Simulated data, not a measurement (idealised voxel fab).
Title: Process Module voxel lift off
Cross-section cut: width 235 nm, square cells of 5 nm.
Throughout this document, each cross-section is represented as a grid of square cells and is presented as a sequence of bands enumerated from the top downward, where a band comprises one or more rows of cells. Each band's line starts with the height of the band's top and of its bottom, in nm. Then come its materials from left to right, each with its width in nm. One material with "all across" fills the band from edge to edge. "air" is empty space. Heights are expressed relative to 0, this being the level below which the as-received wafer comprises one material exclusively. The lowest band is unbounded in the downward direction and is denoted as in "top 0, no bottom". A two-number width, for instance "30 to 40", indicates that the width is equal to the first number in the top row of the band and to the second number in the bottom row, and that it changes by a constant amount per row of cells. Basically "no change" means that step didn't change any cell in the cross-section. The list in "Closed empty spaces" covers empty spaces of 8 cells or more that cannot reach the top through any open way, and it gives each as width x height at distance; the distance is from the left edge, and width, height and distance are in nm. Post-settings text on a step line: simulator's own remark regarding the step. The line of a step may include "overlay nm". On a step with a mask, this value is how far to the right of its planned place the mask lay. A negative value means the mask lay to the left.

Planned process steps:
| 1 | RECEIVE with material Si |
| 2 | CONFORMAL_DEP with material SiN, thk nm 15 |
| 3 | PATTERN with tone open, mask id LINES, material resist, width nm 15, pitch nm 30, thk nm 20, overlay nm 0 |
| 4 | DIRECTIONAL_DEP with material Ru, thk nm 10 |
| 5 | STRIP with etch materials resist |
| 6 | CONFORMAL_DEP with material SiCN, thk nm 10 |

As-received state of the wafer in cross-section, equivalent to post-step 1:
top 0, no bottom = Si all across
Closed empty spaces: none

Starting structure and process plan are as shown above, but one mistake was made in running the module; the wafer cross-section at the end of the module follows:
top 30, bottom 25 = air: 70 | SiCN: 95 | air: 70
top 25, bottom 20 = SiCN all across
top 20, bottom 15 = SiCN: 80 | Ru: 15 | SiCN: 15 | Ru: 15 | SiCN: 15 | Ru: 15 | SiCN: 80
top 15, bottom 0 = SiN all across
top 0, no bottom = Si all across
Closed empty spaces: none
Where did the run depart from the plan? planned and actual differ for step 4; actual: DIRECTIONAL_DEP with material Ru, thk nm 5
